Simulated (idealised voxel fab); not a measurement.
Process module under the name voxel wiring stack
Cross-sectional view cut (width: 205 nm; square cell size: 5 nm).
Cross-sections here: square-cell grids, written as top-down lists of bands, a band being one or more rows of cells.
What a band's entry tells you: where the top is and where the bottom is, as heights in nm, and after that what lies inside, material by material from left to right, each with its width in nm. Empty space is written as the word "blank", and a single material marked with the word "everywhere" occupies the band from edge to edge.
A quick word on heights: they are counted from 0, and under that level the wafer as it came to us is one material throughout. The lowest band is different from the rest in having no bottom; it simply continues downward, written as in "0 nm and below".
A width given as "30 to 40" starts at the first number in the band's top row and ends at the second number in its bottom row, shifting by an equal amount at every step from row to row.
Where the words "no modification" appear for a step, the cross-section shows no cell changed by that step; every cell remained as before.
Closed empty spaces (no open way to the top) of 8 cells or more are what "Encapsulated voids" lists, each as width x height at distance from the left edge, nm for all three.
Where a step's line continues beyond its settings, the continuation is a remark by the simulator itself on that step.
"overlay nm" on a masked step: distance the mask lay right of its planned place, negative for left.

List of planned process steps
step 1: RECEIVE [material Si]
step 2: CONFORMAL_DEP [material SiO2] [thk nm 10]
step 3: CONFORMAL_DEP [material SiCN] [thk nm 5]
step 4: DIRECTIONAL_DEP [material SiO2] [thk nm 25]
step 5: PATTERN [tone open] [mask id METAL_1] [material resist] [width nm 25] [pitch nm 40] [thk nm 20] [overlay nm 0]
step 6: DIRECTIONAL_ETCH [etch materials SiO2] [depth nm 25]
step 7: DIRECTIONAL_ETCH [etch materials SiCN] [depth nm 5]
step 8: STRIP [etch materials resist]
step 9: CONFORMAL_DEP [material TiN] [thk nm 5]
step 10: FILL_DEP [material Cu] [thk nm 10]
step 11: CMP [height nm 40]
step 12: CONFORMAL_DEP [material SiCN] [thk nm 5]
step 13: DIRECTIONAL_DEP [material SiO2] [thk nm 15]
step 14: DIRECTIONAL_DEP [material aC] [thk nm 15]
step 15: PATTERN [tone open] [mask id PLUG_1] [material resist] [width nm 15] [thk nm 30] [overlay nm 0]
step 16: DIRECTIONAL_ETCH [etch materials aC] [depth nm 15]
step 17: STRIP [etch materials resist]
step 18: DIRECTIONAL_ETCH [etch materials SiO2] [depth nm 15]
step 19: DIRECTIONAL_ETCH [etch materials SiCN] [depth nm 5]
step 20: STRIP [etch materials aC]
step 21: EPI [material Ru] [thk nm 10]
step 22: EPI [material Ru] [thk nm 10]
step 23: DIRECTIONAL_DEP [material TiN] [thk nm 5]
step 24: DIRECTIONAL_DEP [material Ru] [thk nm 15]
step 25: DIRECTIONAL_DEP [material aC] [thk nm 10]
step 26: PATTERN [tone cover] [mask id METAL_2] [material resist] [width nm 25] [pitch nm 40] [thk nm 25] [overlay nm 0]
step 27: DIRECTIONAL_ETCH [etch materials aC] [depth nm 10]
step 28: STRIP [etch materials resist]
step 29: DIRECTIONAL_ETCH [etch materials Ru] [depth nm 15]
step 30: DIRECTIONAL_ETCH [etch materials TiN] [depth nm 5]
step 31: STRIP [etch materials aC]
step 32: CONFORMAL_DEP [material SiCN] [thk nm 5]
step 33: FILL_DEP [material SiO2] [thk nm 10]
step 34: CMP [height nm 80]
step 35: CONFORMAL_DEP [material SiN] [thk nm 5]

Here's what the wafer looked like in cross-section when it arrived - that's after step 1
  0 nm and below | Si everywhere
  Encapsulated voids: none

Cross-sectional image of the first of two wafers at the end of the module, the run having proceeded as planned
  85 nm to 80 nm | SiN everywhere
  80 nm to 65 nm | SiO2=65 | SiCN=5 | Ru=25 | SiCN=5 | SiO2=5 | SiCN=5 | Ru=25 | SiCN=5 | SiO2=65
  65 nm to 60 nm | SiCN=70 | TiN=25 | SiCN=15 | TiN=25 | SiCN=70
  60 nm to 45 nm | SiO2=70 | Ru=15 | SiO2=120
  45 nm to 40 nm | SiCN=70 | Ru=15 | SiCN=120
  40 nm to 15 nm | SiO2=70 | TiN=5 | Cu=15 | TiN=5 | SiO2=15 | TiN=5 | Cu=15 | TiN=5 | SiO2=70
  15 nm to 10 nm | SiCN=70 | TiN=25 | SiCN=15 | TiN=25 | SiCN=70
  10 nm to 0 nm | SiO2 everywhere
  0 nm and below | Si everywhere
  Encapsulated voids: none

Cross-section at end of module for the second wafer of two, which matched the first in starting point and plan and differed by one mistake in its processing
  85 nm to 80 nm | SiN everywhere
  80 nm to 75 nm | SiO2=65 | SiCN=5 | Ru=25 | SiCN=5 | SiO2=5 | SiCN=5 | Ru=25 | SiCN=5 | SiO2=65
  75 nm to 70 nm | SiO2=55 | SiCN=15 | TiN=25 | SiCN=5 | SiO2=5 | SiCN=5 | Ru=25 | SiCN=5 | SiO2=65
  70 nm to 65 nm | SiO2=55 | SiCN=5 | Ru=35 | SiCN=5 | SiO2=5 | SiCN=5 | Ru=25 | SiCN=5 | SiO2=65
  65 nm to 60 nm | SiCN=60 | Ru=35 | SiCN=15 | TiN=25 | SiCN=70
  60 nm to 45 nm | SiO2=70 | Ru=15 | SiO2=120
  45 nm to 40 nm | SiCN=70 | Ru=15 | SiCN=120
  40 nm to 15 nm | SiO2=70 | TiN=5 | Cu=15 | TiN=5 | SiO2=15 | TiN=5 | Cu=15 | TiN=5 | SiO2=70
  15 nm to 10 nm | SiCN=70 | TiN=25 | SiCN=15 | TiN=25 | SiCN=70
  10 nm to 0 nm | SiO2 everywhere
  0 nm and below | Si everywhere
  Encapsulated voids: none
Error vs. plan: an unidentifiable one of the identical steps 21 and 22 was run twice
Final comparison by cell count, materials where the second wafer has more or fewer than the first: Ru +4; SiO2 -4
